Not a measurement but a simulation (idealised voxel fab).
process module | voxel self aligned contacts
cross-section cut | 235 nm wide | cells 5 nm
A cross-section is a grid of square cells, given in bands from the top down. A band is one or more rows of cells.
Each band's line starts with the height of the band's top and of its bottom, in nm. Then come its materials from left to right, each with its width in nm. One material with "throughout" fills the band from edge to edge. "air" is empty space.
Height 0 is the level under which the wafer as received is all one material. The lowest band goes on downwards, as in "0 down".
A width such as "30 to 40" changes by the same amount from each row of cells to the next, from the band's top row to its bottom row.
"no change" after a step means that no cell of the cross-section changed.
closed voids: empty space of 8 cells or more with no open way to the top, each as width x height at its distance from the left edge, in nm
after a step's settings: what the simulator itself notes on the step
overlay nm, on a step with a mask: how far to the right of its planned place the mask lay; to the left if negative
plan
1 op RECEIVE | material Si
2 op OXIDIZE | depth nm 5
3 op DIRECTIONAL_DEP | material polySi | thk nm 25
4 op DIRECTIONAL_DEP | material SiN | thk nm 15
5 op MASKED_ETCH | tone cover | mask id GATE | width nm 25 | pitch nm 50 | etch materials SiN | depth nm 15 | overlay nm 0
6 op MASKED_ETCH | tone cover | mask id GATE | width nm 25 | pitch nm 50 | etch materials polySi | depth nm 25 | overlay nm 0
7 op CONFORMAL_DEP | material SiN | thk nm 5
8 op DIRECTIONAL_ETCH | etch materials SiN | depth nm 5
9 op FILL_DEP | material SiO2 | thk nm 20
10 op CMP | height nm 50
11 op PATTERN | tone open | mask id CONTACT | material resist | width nm 35 | thk nm 15 | overlay nm 0
12 op DIRECTIONAL_ETCH | etch materials SiO2 | depth nm 55
13 op STRIP | etch materials resist
14 op CONFORMAL_DEP | material TiN | thk nm 5
15 op FILL_DEP | material W | thk nm 5
16 op CMP | height nm 50
17 op CONFORMAL_DEP | material SiCN | thk nm 5
first wafer, as planned
as received, after step 1
  0 down: Si throughout
  closed voids: none
after step 2
  0 to -5: SiO2 throughout
  below -5: unchanged
after step 3
  25 to 0: polySi throughout
  below 0: unchanged
after step 4
  40 to 25: SiN throughout
  below 25: unchanged
after step 5
  40 to 25: air 80 | SiN 25 | air 25 | SiN 25 | air 80
  below 25: unchanged
after step 6
  40 to 25: air 80 | SiN 25 | air 25 | SiN 25 | air 80
  25 to 0: air 80 | polySi 25 | air 25 | polySi 25 | air 80
  below 0: unchanged
after step 7
  45 to 25: air 75 | SiN 35 | air 15 | SiN 35 | air 75
  25 to 5: air 75 | SiN 5 | polySi 25 | SiN 5 | air 15 | SiN 5 | polySi 25 | SiN 5 | air 75
  5 to 0: SiN 80 | polySi 25 | SiN 25 | polySi 25 | SiN 80
  below 0: unchanged
after step 8
  40 to 25: air 75 | SiN 35 | air 15 | SiN 35 | air 75
  25 to 0: air 75 | SiN 5 | polySi 25 | SiN 5 | air 15 | SiN 5 | polySi 25 | SiN 5 | air 75
  below 0: unchanged
after step 9
  60 to 40: SiO2 throughout
  40 to 25: SiO2 75 | SiN 35 | SiO2 15 | SiN 35 | SiO2 75
  25 to 0: SiO2 75 | SiN 5 | polySi 25 | SiN 5 | SiO2 15 | SiN 5 | polySi 25 | SiN 5 | SiO2 75
  below 0: unchanged
after step 10
  50 to 40: SiO2 throughout
  below 40: unchanged
after step 11
  65 to 50: resist 100 | air 35 | resist 100
  below 50: unchanged
after step 12
  65 to 50: resist 100 | air 35 | resist 100
  50 to 40: SiO2 100 | air 35 | SiO2 100
  40 to 25: SiO2 75 | SiN 35 | air 15 | SiN 35 | SiO2 75
  25 to 0: SiO2 75 | SiN 5 | polySi 25 | SiN 5 | air 15 | SiN 5 | polySi 25 | SiN 5 | SiO2 75
  0 to -5: SiO2 110 | air 15 | SiO2 110
  below -5: unchanged
after step 13
  50 to 40: SiO2 100 | air 35 | SiO2 100
  below 40: unchanged
after step 14
  55 to 50: TiN 105 | air 25 | TiN 105
  50 to 40: SiO2 100 | TiN 5 to 15 | air 25 to 5 | TiN 5 to 15 | SiO2 100
  40 to 25: SiO2 75 | SiN 35 | TiN 5 | air 5 | TiN 5 | SiN 35 | SiO2 75
  25 to 0: SiO2 75 | SiN 5 | polySi 25 | SiN 5 | TiN 5 | air 5 | TiN 5 | SiN 5 | polySi 25 | SiN 5 | SiO2 75
  0 to -5: SiO2 110 | TiN 15 | SiO2 110
  below -5: unchanged
after step 15
  60 to 55: W throughout
  55 to 50: TiN 105 | W 25 | TiN 105
  50 to 40: SiO2 100 | TiN 5 to 15 | W 25 to 5 | TiN 5 to 15 | SiO2 100
  40 to 25: SiO2 75 | SiN 35 | TiN 5 | W 5 | TiN 5 | SiN 35 | SiO2 75
  25 to 0: SiO2 75 | SiN 5 | polySi 25 | SiN 5 | TiN 5 | W 5 | TiN 5 | SiN 5 | polySi 25 | SiN 5 | SiO2 75
  below 0: unchanged
after step 16
  50 to 40: SiO2 100 | TiN 5 to 15 | W 25 to 5 | TiN 5 to 15 | SiO2 100
  below 40: unchanged
after step 17
  55 to 50: SiCN throughout
  below 50: unchanged
second wafer: like start, like plan, one mistake. Through step 6 it matches the first wafer
when step 7 should have ended
  45 to 40: air 75 | SiO2 35 | air 15 | SiO2 35 | air 75
  40 to 25: air 75 | SiO2 5 | SiN 25 | SiO2 5 | air 15 | SiO2 5 | SiN 25 | SiO2 5 | air 75
  25 to 5: air 75 | SiO2 5 | polySi 25 | SiO2 5 | air 15 | SiO2 5 | polySi 25 | SiO2 5 | air 75
  5 to 0: SiO2 80 | polySi 25 | SiO2 25 | polySi 25 | SiO2 80
  below 0: unchanged
when step 8 should have ended: no change
when step 9 should have ended
  65 to 40: SiO2 throughout
  40 to 25: SiO2 80 | SiN 25 | SiO2 25 | SiN 25 | SiO2 80
  25 to 0: SiO2 80 | polySi 25 | SiO2 25 | polySi 25 | SiO2 80
  below 0: unchanged
when step 10 should have ended
  50 to 40: SiO2 throughout
  below 40: unchanged
when step 11 should have ended
  65 to 50: resist 100 | air 35 | resist 100
  below 50: unchanged
when step 12 should have ended
  65 to 50: resist 100 | air 35 | resist 100
  50 to 40: SiO2 100 | air 35 | SiO2 100
  40 to 25: SiO2 80 | SiN 25 | air 25 | SiN 25 | SiO2 80
  25 to 0: SiO2 80 | polySi 25 | air 25 | polySi 25 | SiO2 80
  0 to -5: SiO2 105 | air 25 | SiO2 105
  below -5: unchanged
when step 13 should have ended
  50 to 40: SiO2 100 | air 35 | SiO2 100
  below 40: unchanged
when step 14 should have ended
  55 to 50: TiN 105 | air 25 | TiN 105
  50 to 40: SiO2 100 | TiN 5 to 10 | air 25 to 15 | TiN 5 to 10 | SiO2 100
  40 to 25: SiO2 80 | SiN 25 | TiN 5 | air 15 | TiN 5 | SiN 25 | SiO2 80
  25 to 0: SiO2 80 | polySi 25 | TiN 5 | air 15 | TiN 5 | polySi 25 | SiO2 80
  0 to -5: SiO2 105 | TiN 25 | SiO2 105
  below -5: unchanged
when step 15 should have ended
  60 to 55: W throughout
  55 to 50: TiN 105 | W 25 | TiN 105
  50 to 40: SiO2 100 | TiN 5 to 10 | W 25 to 15 | TiN 5 to 10 | SiO2 100
  40 to 25: SiO2 80 | SiN 25 | TiN 5 | W 15 | TiN 5 | SiN 25 | SiO2 80
  25 to 0: SiO2 80 | polySi 25 | TiN 5 | W 15 | TiN 5 | polySi 25 | SiO2 80
  below 0: unchanged
when step 16 should have ended
  50 to 40: SiO2 100 | TiN 5 to 10 | W 25 to 15 | TiN 5 to 10 | SiO2 100
  below 40: unchanged
when step 17 should have ended
  55 to 50: SiCN throughout
  below 50: unchanged
what went wrong: step 7 ran as: op CONFORMAL_DEP | material SiO2 | thk nm 5
at the end the second wafer has, in cells: 32 fewer of SiN | 14 more of SiO2 | 18 more of W
